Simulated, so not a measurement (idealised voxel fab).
Title: Process Module voxel self aligned contacts
Section cut is 215 nm wide and gridded with 5 nm square cells.
Notation: cross-section as square-cell grid; stated in bands, top first, going down; one or more cell rows per band. Look at the band entry: it leads with the top's height and the bottom's height in nm. Then it lists the materials left to right, with a width in nm for each. The word "all across" on a single material says that material fills the band edge to edge. The word "air" is empty space. A quick word on heights: they are counted from 0, and under that level the wafer as it came to us is one material throughout. The lowest band is different from the rest in having no bottom; it simply continues downward, written as in "0 and below". A two-number width, for instance "30->40", indicates that the width is equal to the first number in the top row of the band and to the second number in the bottom row, and that it changes by a constant amount per row of cells. The cross-section has no changed cell in any step marked "all unchanged". Basically, "Enclosed internal cavities" tells you about the enclosed voids: empty spaces with no open way to the top, 8 cells or bigger, each written width x height at distance, where distance is from the left edge, all in nm. Text after the settings on a step's line: the simulator's own remark on that step. A step line may carry the setting "overlay nm", which, for steps involving a mask, states the distance by which the mask lay to the right of its intended position; negative values denote displacement to the left.

### Listed below are the process steps as planned
step 1: RECEIVE with material Si
step 2: OXIDIZE with depth nm 5
step 3: DIRECTIONAL_DEP with material polySi, thk nm 25
step 4: DIRECTIONAL_DEP with material SiN, thk nm 15
step 5: PATTERN with tone cover, mask id GATE, material resist, width nm 35, pitch nm 65, thk nm 20, overlay nm 0
step 6: DIRECTIONAL_ETCH with etch materials SiN, depth nm 15
step 7: DIRECTIONAL_ETCH with etch materials polySi, depth nm 25
step 8: STRIP with etch materials resist
step 9: CONFORMAL_DEP with material SiN, thk nm 5
step 10: DIRECTIONAL_ETCH with etch materials SiN, depth nm 5
step 11: FILL_DEP with material SiO2, thk nm 15
step 12: CMP with height nm 45
step 13: MASKED_ETCH with tone open, mask id CONTACT, width nm 40, etch materials SiO2, depth nm 50, overlay nm 0
step 14: CONFORMAL_DEP with material TiN, thk nm 5
step 15: FILL_DEP with material Ru, thk nm 10
step 16: CMP with height nm 45
step 17: CONFORMAL_DEP with material SiCN, thk nm 5

### The first of a set of two wafers, run to plan

### Cross-section: wafer on arrival = after step 1
0 and below | Si all across
Enclosed internal cavities: none

### State of the wafer after step 2, shown in cross-section
0 down to -5 | SiO2 all across
Beneath the level -5, the cross-section is identical to its previous state.

### State of the wafer after step 3, shown in cross-section
25 down to 0 | polySi all across
Beneath the level 0, the cross-section is identical to its previous state.

### State of the wafer after step 4, shown in cross-section
40 down to 25 | SiN all across
Beneath the level 25, the cross-section is identical to its previous state.

### State of the wafer after step 5, shown in cross-section
60 down to 40 | 55 air | 35 resist | 30 air | 35 resist | 60 air
Beneath the level 40, the cross-section is identical to its previous state.

### State of the wafer after step 6, shown in cross-section
60 down to 40 | 55 air | 35 resist | 30 air | 35 resist | 60 air
40 down to 25 | 55 air | 35 SiN | 30 air | 35 SiN | 60 air
Beneath the level 25, the cross-section is identical to its previous state.

### State of the wafer after step 7, shown in cross-section
60 down to 40 | 55 air | 35 resist | 30 air | 35 resist | 60 air
40 down to 25 | 55 air | 35 SiN | 30 air | 35 SiN | 60 air
25 down to 0 | 55 air | 35 polySi | 30 air | 35 polySi | 60 air
Beneath the level 0, the cross-section is identical to its previous state.

### State of the wafer after step 8, shown in cross-section
40 down to 25 | 55 air | 35 SiN | 30 air | 35 SiN | 60 air
Beneath the level 25, the cross-section is identical to its previous state.

### State of the wafer after step 9, shown in cross-section
45 down to 25 | 50 air | 45 SiN | 20 air | 45 SiN | 55 air
25 down to 5 | 50 air | 5 SiN | 35 polySi | 5 SiN | 20 air | 5 SiN | 35 polySi | 5 SiN | 55 air
5 down to 0 | 55 SiN | 35 polySi | 30 SiN | 35 polySi | 60 SiN
Beneath the level 0, the cross-section is identical to its previous state.

### State of the wafer after step 10, shown in cross-section
40 down to 25 | 50 air | 45 SiN | 20 air | 45 SiN | 55 air
25 down to 0 | 50 air | 5 SiN | 35 polySi | 5 SiN | 20 air | 5 SiN | 35 polySi | 5 SiN | 55 air
Beneath the level 0, the cross-section is identical to its previous state.

### State of the wafer after step 11, shown in cross-section
55 down to 40 | SiO2 all across
40 down to 25 | 50 SiO2 | 45 SiN | 20 SiO2 | 45 SiN | 55 SiO2
25 down to 0 | 50 SiO2 | 5 SiN | 35 polySi | 5 SiN | 20 SiO2 | 5 SiN | 35 polySi | 5 SiN | 55 SiO2
Beneath the level 0, the cross-section is identical to its previous state.

### State of the wafer after step 12, shown in cross-section
45 down to 40 | SiO2 all across
Beneath the level 40, the cross-section is identical to its previous state.

### State of the wafer after step 13, shown in cross-section
45 down to 40 | 85 SiO2 | 40 air | 90 SiO2
40 down to 25 | 50 SiO2 | 45 SiN | 20 air | 45 SiN | 55 SiO2
25 down to 0 | 50 SiO2 | 5 SiN | 35 polySi | 5 SiN | 20 air | 5 SiN | 35 polySi | 5 SiN | 55 SiO2
0 down to -5 | 95 SiO2 | 20 air | 100 SiO2
Beneath the level -5, the cross-section is identical to its previous state.

### State of the wafer after step 14, shown in cross-section
50 down to 45 | 90 TiN | 30 air | 95 TiN
45 down to 40 | 85 SiO2 | 15 TiN | 10 air | 15 TiN | 90 SiO2
40 down to 25 | 50 SiO2 | 45 SiN | 5 TiN | 10 air | 5 TiN | 45 SiN | 55 SiO2
25 down to 0 | 50 SiO2 | 5 SiN | 35 polySi | 5 SiN | 5 TiN | 10 air | 5 TiN | 5 SiN | 35 polySi | 5 SiN | 55 SiO2
0 down to -5 | 95 SiO2 | 20 TiN | 100 SiO2
Beneath the level -5, the cross-section is identical to its previous state.

### State of the wafer after step 15, shown in cross-section
60 down to 50 | Ru all across
50 down to 45 | 90 TiN | 30 Ru | 95 TiN
45 down to 40 | 85 SiO2 | 15 TiN | 10 Ru | 15 TiN | 90 SiO2
40 down to 25 | 50 SiO2 | 45 SiN | 5 TiN | 10 Ru | 5 TiN | 45 SiN | 55 SiO2
25 down to 0 | 50 SiO2 | 5 SiN | 35 polySi | 5 SiN | 5 TiN | 10 Ru | 5 TiN | 5 SiN | 35 polySi | 5 SiN | 55 SiO2
Beneath the level 0, the cross-section is identical to its previous state.

### State of the wafer after step 16, shown in cross-section
45 down to 40 | 85 SiO2 | 15 TiN | 10 Ru | 15 TiN | 90 SiO2
Beneath the level 40, the cross-section is identical to its previous state.

### State of the wafer after step 17, shown in cross-section
50 down to 45 | SiCN all across
Beneath the level 45, the cross-section is identical to its previous state.

### It is to be noted that the second wafer proceeded from the same initial state and according to the same plan as the first, although one mistake was committed in its execution; through step 12, inclusive, the two wafers share an identical history

### Second wafer profile in section, at the moment step 13 of the plan was meant to be complete
45 down to 40 | 80 SiO2 | 50 air | 85 SiO2
40 down to 25 | 50 SiO2 | 45 SiN | 20 air | 45 SiN | 55 SiO2
25 down to 0 | 50 SiO2 | 5 SiN | 35 polySi | 5 SiN | 20 air | 5 SiN | 35 polySi | 5 SiN | 55 SiO2
0 down to -5 | 95 SiO2 | 20 air | 100 SiO2
Beneath the level -5, the cross-section is identical to its previous state.

### Second wafer profile in section, at the moment step 14 of the plan was meant to be complete
50 down to 45 | 85 TiN | 40 air | 90 TiN
45 down to 40 | 80 SiO2 | 20 TiN | 10 air | 20 TiN | 85 SiO2
40 down to 25 | 50 SiO2 | 45 SiN | 5 TiN | 10 air | 5 TiN | 45 SiN | 55 SiO2
25 down to 0 | 50 SiO2 | 5 SiN | 35 polySi | 5 SiN | 5 TiN | 10 air | 5 TiN | 5 SiN | 35 polySi | 5 SiN | 55 SiO2
0 down to -5 | 95 SiO2 | 20 TiN | 100 SiO2
Beneath the level -5, the cross-section is identical to its previous state.

### Second wafer profile in section, at the moment step 15 of the plan was meant to be complete
60 down to 50 | Ru all across
50 down to 45 | 85 TiN | 40 Ru | 90 TiN
45 down to 40 | 80 SiO2 | 20 TiN | 10 Ru | 20 TiN | 85 SiO2
40 down to 25 | 50 SiO2 | 45 SiN | 5 TiN | 10 Ru | 5 TiN | 45 SiN | 55 SiO2
25 down to 0 | 50 SiO2 | 5 SiN | 35 polySi | 5 SiN | 5 TiN | 10 Ru | 5 TiN | 5 SiN | 35 polySi | 5 SiN | 55 SiO2
Beneath the level 0, the cross-section is identical to its previous state.

### Second wafer profile in section, at the moment step 16 of the plan was meant to be complete
45 down to 40 | 80 SiO2 | 20 TiN | 10 Ru | 20 TiN | 85 SiO2
Beneath the level 40, the cross-section is identical to its previous state.

### Second wafer profile in section, at the moment step 17 of the plan was meant to be complete
50 down to 45 | SiCN all across
Beneath the level 45, the cross-section is identical to its previous state.
Misprocessing identified: step 13 changed vs plan, executed as MASKED_ETCH with tone open, mask id CONTACT, width nm 50, etch materials SiO2, depth nm 50, overlay nm 0
Cell-count delta at end, second wafer over first, by material: SiO2 -2, TiN +2
